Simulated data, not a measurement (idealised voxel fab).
Process module in this document: voxel self aligned vias
Displayed cross-section: cut, width of 260 nm, square cells sized 5 nm.
Each cross-section below is a grid of square cells, stated as bands in top-down order, with one or more rows of cells making up each band.
First you get the band's top height and its bottom height, in nm, and then the materials it's made of, left to right, with each width in nm. If you see a single material with "throughout", that one covers the band edge to edge. "empty" is empty space.
We count height from 0. Below that, the starting wafer is all one material. The lowest band never ends at the bottom but goes on down; see "z 0 and below" for how that is written.
Think of "30..40" as a width that walks from the first number to the second as you go down the band, top row to bottom row, taking equal-sized steps from row to row.
Given "nothing different" for a step, no cell of the cross-section differs between before and after that step.
"Enclosed internal cavities" - sealed voids, min. 8 cells, no opening to top; format: width x height at distance (distance from left edge; nm throughout).
On a step's line, text after the settings is the simulator commenting on that step.
What "overlay nm" on a step's line means: if the step has a mask, that mask lay this far to the right of its planned place, or, when the value is negative, to the left.

Below is the list of planned process steps
1,RECEIVE [material Si]
2,CONFORMAL_DEP [material SiO2] [thk nm 10]
3,CONFORMAL_DEP [material SiCN] [thk nm 5]
4,DIRECTIONAL_DEP [material lowk] [thk nm 30]
5,MASKED_ETCH [tone open] [mask id LINES] [width nm 25] [pitch nm 60] [etch materials lowk] [depth nm 30] [overlay nm 0]
6,CONFORMAL_DEP [material TiN] [thk nm 5]
7,FILL_DEP [material Ru] [thk nm 10]
8,CMP [height nm 45]
9,SELECTIVE_ETCH [etch materials W Ru TiN] [depth nm 5]
10,FILL_DEP [material SiN] [thk nm 5]
11,CMP [height nm 45]
12,DIRECTIONAL_DEP [material lowk] [thk nm 15]
13,PATTERN [tone open] [mask id VIAS] [material resist] [width nm 35] [pitch nm 60] [thk nm 15] [overlay nm 0]
14,DIRECTIONAL_ETCH [etch materials lowk] [depth nm 15]
15,DIRECTIONAL_ETCH [etch materials SiN] [depth nm 5]
16,STRIP [etch materials resist]
17,CONFORMAL_DEP [material TiN] [thk nm 5]
18,FILL_DEP [material Cu] [thk nm 10]
19,CMP [height nm 60]
20,CONFORMAL_DEP [material SiCN] [thk nm 5]

The first wafer of two, processed as planned

As-received wafer cross-section (after step 1)
  z 0 and below: Si throughout
  Enclosed internal cavities: none

Cross-section of the wafer subsequent to step 2
  z 10 to 0: SiO2 throughout
  Below a height of 0, the structure has not been altered.

Cross-section of the wafer subsequent to step 3
  z 15 to 10: SiCN throughout
  Below a height of 10, the structure has not been altered.

Cross-section of the wafer subsequent to step 4
  z 45 to 15: lowk throughout
  Below a height of 15, the structure has not been altered.

Cross-section of the wafer subsequent to step 5
  z 45 to 15: lowk=55 | empty=25 | lowk=35 | empty=25 | lowk=35 | empty=25 | lowk=60
  Below a height of 15, the structure has not been altered.

Cross-section of the wafer subsequent to step 6
  z 50 to 45: TiN=60 | empty=15 | TiN=45 | empty=15 | TiN=45 | empty=15 | TiN=65
  z 45 to 20: lowk=55 | TiN=5 | empty=15 | TiN=5 | lowk=35 | TiN=5 | empty=15 | TiN=5 | lowk=35 | TiN=5 | empty=15 | TiN=5 | lowk=60
  z 20 to 15: lowk=55 | TiN=25 | lowk=35 | TiN=25 | lowk=35 | TiN=25 | lowk=60
  Below a height of 15, the structure has not been altered.

Cross-section of the wafer subsequent to step 7
  z 60 to 50: Ru throughout
  z 50 to 45: TiN=60 | Ru=15 | TiN=45 | Ru=15 | TiN=45 | Ru=15 | TiN=65
  z 45 to 20: lowk=55 | TiN=5 | Ru=15 | TiN=5 | lowk=35 | TiN=5 | Ru=15 | TiN=5 | lowk=35 | TiN=5 | Ru=15 | TiN=5 | lowk=60
  Below a height of 20, the structure has not been altered.

Cross-section of the wafer subsequent to step 8
  z 45 to 20: lowk=55 | TiN=5 | Ru=15 | TiN=5 | lowk=35 | TiN=5 | Ru=15 | TiN=5 | lowk=35 | TiN=5 | Ru=15 | TiN=5 | lowk=60
  Below a height of 20, the structure has not been altered.

Cross-section of the wafer subsequent to step 9
  z 45 to 40: lowk=55 | empty=25 | lowk=35 | empty=25 | lowk=35 | empty=25 | lowk=60
  Below a height of 40, the structure has not been altered.

Cross-section of the wafer subsequent to step 10
  z 50 to 45: SiN throughout
  z 45 to 40: lowk=55 | SiN=25 | lowk=35 | SiN=25 | lowk=35 | SiN=25 | lowk=60
  Below a height of 40, the structure has not been altered.

Cross-section of the wafer subsequent to step 11
  z 45 to 40: lowk=55 | SiN=25 | lowk=35 | SiN=25 | lowk=35 | SiN=25 | lowk=60
  Below a height of 40, the structure has not been altered.

Cross-section of the wafer subsequent to step 12
  z 60 to 45: lowk throughout
  Below a height of 45, the structure has not been altered.

Cross-section of the wafer subsequent to step 13
  z 75 to 60: resist=50 | empty=35 | resist=25 | empty=35 | resist=25 | empty=35 | resist=55
  Below a height of 60, the structure has not been altered.

Cross-section of the wafer subsequent to step 14
  z 75 to 60: resist=50 | empty=35 | resist=25 | empty=35 | resist=25 | empty=35 | resist=55
  z 60 to 45: lowk=50 | empty=35 | lowk=25 | empty=35 | lowk=25 | empty=35 | lowk=55
  Below a height of 45, the structure has not been altered.

Cross-section of the wafer subsequent to step 15
  z 75 to 60: resist=50 | empty=35 | resist=25 | empty=35 | resist=25 | empty=35 | resist=55
  z 60 to 45: lowk=50 | empty=35 | lowk=25 | empty=35 | lowk=25 | empty=35 | lowk=55
  z 45 to 40: lowk=55 | empty=25 | lowk=35 | empty=25 | lowk=35 | empty=25 | lowk=60
  Below a height of 40, the structure has not been altered.

Cross-section of the wafer subsequent to step 16
  z 60 to 45: lowk=50 | empty=35 | lowk=25 | empty=35 | lowk=25 | empty=35 | lowk=55
  Below a height of 45, the structure has not been altered.

Cross-section of the wafer subsequent to step 17
  z 65 to 60: TiN=55 | empty=25 | TiN=35 | empty=25 | TiN=35 | empty=25 | TiN=60
  z 60 to 50: lowk=50 | TiN=5 | empty=25 | TiN=5 | lowk=25 | TiN=5 | empty=25 | TiN=5 | lowk=25 | TiN=5 | empty=25 | TiN=5 | lowk=55
  z 50 to 45: lowk=50 | TiN=10 | empty=15 | TiN=10 | lowk=25 | TiN=10 | empty=15 | TiN=10 | lowk=25 | TiN=10 | empty=15 | TiN=10 | lowk=55
  z 45 to 40: lowk=55 | TiN=25 | lowk=35 | TiN=25 | lowk=35 | TiN=25 | lowk=60
  Below a height of 40, the structure has not been altered.

Cross-section of the wafer subsequent to step 18
  z 75 to 65: Cu throughout
  z 65 to 60: TiN=55 | Cu=25 | TiN=35 | Cu=25 | TiN=35 | Cu=25 | TiN=60
  z 60 to 50: lowk=50 | TiN=5 | Cu=25 | TiN=5 | lowk=25 | TiN=5 | Cu=25 | TiN=5 | lowk=25 | TiN=5 | Cu=25 | TiN=5 | lowk=55
  z 50 to 45: lowk=50 | TiN=10 | Cu=15 | TiN=10 | lowk=25 | TiN=10 | Cu=15 | TiN=10 | lowk=25 | TiN=10 | Cu=15 | TiN=10 | lowk=55
  Below a height of 45, the structure has not been altered.

Cross-section of the wafer subsequent to step 19
  z 60 to 50: lowk=50 | TiN=5 | Cu=25 | TiN=5 | lowk=25 | TiN=5 | Cu=25 | TiN=5 | lowk=25 | TiN=5 | Cu=25 | TiN=5 | lowk=55
  Below a height of 50, the structure has not been altered.

Cross-section of the wafer subsequent to step 20
  z 65 to 60: SiCN throughout
  Below a height of 60, the structure has not been altered.

Notes, second wafer: start = first wafer's, plan = first wafer's, execution had one mistake; history identical to first through step 7

Second wafer at the planned finish of step 8, seen in cross-section
  z 40 to 20: lowk=55 | TiN=5 | Ru=15 | TiN=5 | lowk=35 | TiN=5 | Ru=15 | TiN=5 | lowk=35 | TiN=5 | Ru=15 | TiN=5 | lowk=60
  Below a height of 20, the structure has not been altered.

Second wafer at the planned finish of step 9, seen in cross-section
  z 40 to 35: lowk=55 | empty=25 | lowk=35 | empty=25 | lowk=35 | empty=25 | lowk=60
  Below a height of 35, the structure has not been altered.

Second wafer at the planned finish of step 10, seen in cross-section
  z 45 to 40: SiN throughout
  z 40 to 35: lowk=55 | SiN=25 | lowk=35 | SiN=25 | lowk=35 | SiN=25 | lowk=60
  Below a height of 35, the structure has not been altered.

Second wafer at the planned finish of step 11, seen in cross-section: nothing different

Second wafer at the planned finish of step 12, seen in cross-section
  z 60 to 45: lowk throughout
  Below a height of 45, the structure has not been altered.

Second wafer at the planned finish of step 13, seen in cross-section
  z 75 to 60: resist=50 | empty=35 | resist=25 | empty=35 | resist=25 | empty=35 | resist=55
  Below a height of 60, the structure has not been altered.

Second wafer at the planned finish of step 14, seen in cross-section
  z 75 to 60: resist=50 | empty=35 | resist=25 | empty=35 | resist=25 | empty=35 | resist=55
  z 60 to 45: lowk=50 | empty=35 | lowk=25 | empty=35 | lowk=25 | empty=35 | lowk=55
  Below a height of 45, the structure has not been altered.

Second wafer at the planned finish of step 15, seen in cross-section
  z 75 to 60: resist=50 | empty=35 | resist=25 | empty=35 | resist=25 | empty=35 | resist=55
  z 60 to 45: lowk=50 | empty=35 | lowk=25 | empty=35 | lowk=25 | empty=35 | lowk=55
  z 45 to 40: SiN=50 | empty=35 | SiN=25 | empty=35 | SiN=25 | empty=35 | SiN=55
  Below a height of 40, the structure has not been altered.

Second wafer at the planned finish of step 16, seen in cross-section
  z 60 to 45: lowk=50 | empty=35 | lowk=25 | empty=35 | lowk=25 | empty=35 | lowk=55
  Below a height of 45, the structure has not been altered.

Second wafer at the planned finish of step 17, seen in cross-section
  z 65 to 60: TiN=55 | empty=25 | TiN=35 | empty=25 | TiN=35 | empty=25 | TiN=60
  z 60 to 45: lowk=50 | TiN=5 | empty=25 | TiN=5 | lowk=25 | TiN=5 | empty=25 | TiN=5 | lowk=25 | TiN=5 | empty=25 | TiN=5 | lowk=55
  z 45 to 40: SiN=50 | TiN=35 | SiN=25 | TiN=35 | SiN=25 | TiN=35 | SiN=55
  Below a height of 40, the structure has not been altered.

Second wafer at the planned finish of step 18, seen in cross-section
  z 75 to 65: Cu throughout
  z 65 to 60: TiN=55 | Cu=25 | TiN=35 | Cu=25 | TiN=35 | Cu=25 | TiN=60
  z 60 to 45: lowk=50 | TiN=5 | Cu=25 | TiN=5 | lowk=25 | TiN=5 | Cu=25 | TiN=5 | lowk=25 | TiN=5 | Cu=25 | TiN=5 | lowk=55
  Below a height of 45, the structure has not been altered.

Second wafer at the planned finish of step 19, seen in cross-section
  z 60 to 45: lowk=50 | TiN=5 | Cu=25 | TiN=5 | lowk=25 | TiN=5 | Cu=25 | TiN=5 | lowk=25 | TiN=5 | Cu=25 | TiN=5 | lowk=55
  Below a height of 45, the structure has not been altered.

Second wafer at the planned finish of step 20, seen in cross-section
  z 65 to 60: SiCN throughout
  Below a height of 60, the structure has not been altered.
Nonconformance to the process plan: so step 8 ended up running with a different setting than we planned, it ran as CMP [height nm 40]
at the end the second wafer has, in cells: Cu: 6 more; Ru: 9 fewer; SiN: 46 more; TiN: 6 fewer; lowk: 37 fewer
